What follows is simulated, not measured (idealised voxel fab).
voxel quadruple lines: a process module
The figure presents cross-section cut, which has a width of 215 nm and is divided into square cells with an edge length of 5 nm.
Each cross-section below is a grid of square cells, stated as bands in top-down order, with one or more rows of cells making up each band.
Read a band's entry like this: the first values are the height of its top and the height of its bottom in nm, and what follows is the sequence of materials from left to right, each with its width in nm. Note that "blank" is empty space, and that a single material marked "edge to edge" reaches across the band from edge to edge.
Basically, 0 is our baseline, since under it the wafer straight out of the box is all one material. The bottom band has no lower end and keeps on going down, so it looks like "from 0 down".
Read "30->40" as a graded width: first number on top, second number at the bottom, same change between each pair of neighbouring rows.
Given "all unchanged" for a step, no cell of the cross-section differs between before and after that step.
So "Closed void roster" is basically the list of trapped voids: any empty space of 8 cells or more that can't reach the top through an opening. They're written width x height at distance, the distance being from the left edge, and it's all nm.
What comes after the settings on a step's line is commentary from the simulator itself on that step.
"overlay nm" denotes, for a step that has a mask, the displacement of the mask to the right of its planned place, with negative values corresponding to the left.

# Steps in the process plan
1: RECEIVE: material Si
2: CONFORMAL_DEP: material Al2O3, thk nm 10
3: DIRECTIONAL_DEP: material W, thk nm 15
4: DIRECTIONAL_DEP: material polySi, thk nm 20
5: DIRECTIONAL_DEP: material aC, thk nm 20
6: PATTERN: tone cover, mask id MANDREL, material resist, width nm 25, thk nm 25, overlay nm 0
7: DIRECTIONAL_ETCH: etch materials aC, depth nm 20
8: STRIP: etch materials resist
9: CONFORMAL_DEP: material SiO2, thk nm 15
10: DIRECTIONAL_ETCH: etch materials SiO2, depth nm 15
11: STRIP: etch materials aC
12: DIRECTIONAL_ETCH: etch materials polySi, depth nm 20
13: STRIP: etch materials SiO2
14: CONFORMAL_DEP: material SiCN, thk nm 5
15: DIRECTIONAL_ETCH: etch materials SiCN, depth nm 5
16: STRIP: etch materials polySi
17: DIRECTIONAL_ETCH: etch materials W, depth nm 15
18: STRIP: etch materials SiCN
19: FILL_DEP: material SiO2, thk nm 5
20: CMP: height nm 25

# First of the two wafers, run per plan

# Cross-section of the wafer at receipt, which is the condition after step 1
* from 0 down = Si edge to edge
* Closed void roster: none

# Cross-section through the wafer, step 2 finished
* from 10 to 0 = Al2O3 edge to edge
* Everything under 0 stays put, no change at all.

# Cross-section through the wafer, step 3 finished
* from 25 to 10 = W edge to edge
* Everything under 10 stays put, no change at all.

# Cross-section through the wafer, step 4 finished
* from 45 to 25 = polySi edge to edge
* Everything under 25 stays put, no change at all.

# Cross-section through the wafer, step 5 finished
* from 65 to 45 = aC edge to edge
* Everything under 45 stays put, no change at all.

# Cross-section through the wafer, step 6 finished
* from 90 to 65 = blank 95, resist 25, blank 95
* Everything under 65 stays put, no change at all.

# Cross-section through the wafer, step 7 finished
* from 70 to 65 = blank 95, resist 25, blank 95
* from 65 to 45 = blank 95, aC 25, blank 95
* Everything under 45 stays put, no change at all.

# Cross-section through the wafer, step 8 finished
* from 65 to 45 = blank 95, aC 25, blank 95
* Everything under 45 stays put, no change at all.

# Cross-section through the wafer, step 9 finished
* from 80 to 65 = blank 80, SiO2 55, blank 80
* from 65 to 60 = blank 80, SiO2 15, aC 25, SiO2 15, blank 80
* from 60 to 45 = SiO2 95, aC 25, SiO2 95
* Everything under 45 stays put, no change at all.

# Cross-section through the wafer, step 10 finished
* from 65 to 45 = blank 80, SiO2 15, aC 25, SiO2 15, blank 80
* Everything under 45 stays put, no change at all.

# Cross-section through the wafer, step 11 finished
* from 65 to 45 = blank 80, SiO2 15, blank 25, SiO2 15, blank 80
* Everything under 45 stays put, no change at all.

# Cross-section through the wafer, step 12 finished
* from 65 to 45 = blank 80, SiO2 15, blank 25, SiO2 15, blank 80
* from 45 to 25 = blank 80, polySi 15, blank 25, polySi 15, blank 80
* Everything under 25 stays put, no change at all.

# Cross-section through the wafer, step 13 finished
* from 45 to 25 = blank 80, polySi 15, blank 25, polySi 15, blank 80
* Everything under 25 stays put, no change at all.

# Cross-section through the wafer, step 14 finished
* from 50 to 45 = blank 75, SiCN 25, blank 15, SiCN 25, blank 75
* from 45 to 30 = blank 75, SiCN 5, polySi 15, SiCN 5, blank 15, SiCN 5, polySi 15, SiCN 5, blank 75
* from 30 to 25 = SiCN 80, polySi 15, SiCN 25, polySi 15, SiCN 80
* Everything under 25 stays put, no change at all.

# Cross-section through the wafer, step 15 finished
* from 45 to 25 = blank 75, SiCN 5, polySi 15, SiCN 5, blank 15, SiCN 5, polySi 15, SiCN 5, blank 75
* Everything under 25 stays put, no change at all.

# Cross-section through the wafer, step 16 finished
* from 45 to 25 = blank 75, SiCN 5, blank 15, SiCN 5, blank 15, SiCN 5, blank 15, SiCN 5, blank 75
* Everything under 25 stays put, no change at all.

# Cross-section through the wafer, step 17 finished
* from 45 to 25 = blank 75, SiCN 5, blank 15, SiCN 5, blank 15, SiCN 5, blank 15, SiCN 5, blank 75
* from 25 to 10 = blank 75, W 5, blank 15, W 5, blank 15, W 5, blank 15, W 5, blank 75
* Everything under 10 stays put, no change at all.

# Cross-section through the wafer, step 18 finished
* from 25 to 10 = blank 75, W 5, blank 15, W 5, blank 15, W 5, blank 15, W 5, blank 75
* Everything under 10 stays put, no change at all.

# Cross-section through the wafer, step 19 finished
* from 30 to 25 = SiO2 edge to edge
* from 25 to 10 = SiO2 75, W 5, SiO2 15, W 5, SiO2 15, W 5, SiO2 15, W 5, SiO2 75
* Everything under 10 stays put, no change at all.

# Cross-section through the wafer, step 20 finished
* from 25 to 10 = SiO2 75, W 5, SiO2 15, W 5, SiO2 15, W 5, SiO2 15, W 5, SiO2 75
* Everything under 10 stays put, no change at all.

# The remaining wafer, second of the two, started like the first and was run to the same plan, except that one mistake was made along the way; the two coincide through step 5, inclusive

# Second wafer, cross-section, planned end of step 6
* from 90 to 65 = blank 105, resist 25, blank 85
* Everything under 65 stays put, no change at all.

# Second wafer, cross-section, planned end of step 7
* from 70 to 65 = blank 105, resist 25, blank 85
* from 65 to 45 = blank 105, aC 25, blank 85
* Everything under 45 stays put, no change at all.

# Second wafer, cross-section, planned end of step 8
* from 65 to 45 = blank 105, aC 25, blank 85
* Everything under 45 stays put, no change at all.

# Second wafer, cross-section, planned end of step 9
* from 80 to 65 = blank 90, SiO2 55, blank 70
* from 65 to 60 = blank 90, SiO2 15, aC 25, SiO2 15, blank 70
* from 60 to 45 = SiO2 105, aC 25, SiO2 85
* Everything under 45 stays put, no change at all.

# Second wafer, cross-section, planned end of step 10
* from 65 to 45 = blank 90, SiO2 15, aC 25, SiO2 15, blank 70
* Everything under 45 stays put, no change at all.

# Second wafer, cross-section, planned end of step 11
* from 65 to 45 = blank 90, SiO2 15, blank 25, SiO2 15, blank 70
* Everything under 45 stays put, no change at all.

# Second wafer, cross-section, planned end of step 12
* from 65 to 45 = blank 90, SiO2 15, blank 25, SiO2 15, blank 70
* from 45 to 25 = blank 90, polySi 15, blank 25, polySi 15, blank 70
* Everything under 25 stays put, no change at all.

# Second wafer, cross-section, planned end of step 13
* from 45 to 25 = blank 90, polySi 15, blank 25, polySi 15, blank 70
* Everything under 25 stays put, no change at all.

# Second wafer, cross-section, planned end of step 14
* from 50 to 45 = blank 85, SiCN 25, blank 15, SiCN 25, blank 65
* from 45 to 30 = blank 85, SiCN 5, polySi 15, SiCN 5, blank 15, SiCN 5, polySi 15, SiCN 5, blank 65
* from 30 to 25 = SiCN 90, polySi 15, SiCN 25, polySi 15, SiCN 70
* Everything under 25 stays put, no change at all.

# Second wafer, cross-section, planned end of step 15
* from 45 to 25 = blank 85, SiCN 5, polySi 15, SiCN 5, blank 15, SiCN 5, polySi 15, SiCN 5, blank 65
* Everything under 25 stays put, no change at all.

# Second wafer, cross-section, planned end of step 16
* from 45 to 25 = blank 85, SiCN 5, blank 15, SiCN 5, blank 15, SiCN 5, blank 15, SiCN 5, blank 65
* Everything under 25 stays put, no change at all.

# Second wafer, cross-section, planned end of step 17
* from 45 to 25 = blank 85, SiCN 5, blank 15, SiCN 5, blank 15, SiCN 5, blank 15, SiCN 5, blank 65
* from 25 to 10 = blank 85, W 5, blank 15, W 5, blank 15, W 5, blank 15, W 5, blank 65
* Everything under 10 stays put, no change at all.

# Second wafer, cross-section, planned end of step 18
* from 25 to 10 = blank 85, W 5, blank 15, W 5, blank 15, W 5, blank 15, W 5, blank 65
* Everything under 10 stays put, no change at all.

# Second wafer, cross-section, planned end of step 19
* from 30 to 25 = SiO2 edge to edge
* from 25 to 10 = SiO2 85, W 5, SiO2 15, W 5, SiO2 15, W 5, SiO2 15, W 5, SiO2 65
* Everything under 10 stays put, no change at all.

# Second wafer, cross-section, planned end of step 20
* from 25 to 10 = SiO2 85, W 5, SiO2 15, W 5, SiO2 15, W 5, SiO2 15, W 5, SiO2 65
* Everything under 10 stays put, no change at all.
Want to know what went wrong? rather than as planned, step 6 actually ran as PATTERN: tone cover, mask id MANDREL, material resist, width nm 25, thk nm 25, overlay nm 10
At the end, each material covers as many cells on the second wafer as it does on the first, though the cells it covers are elsewhere.
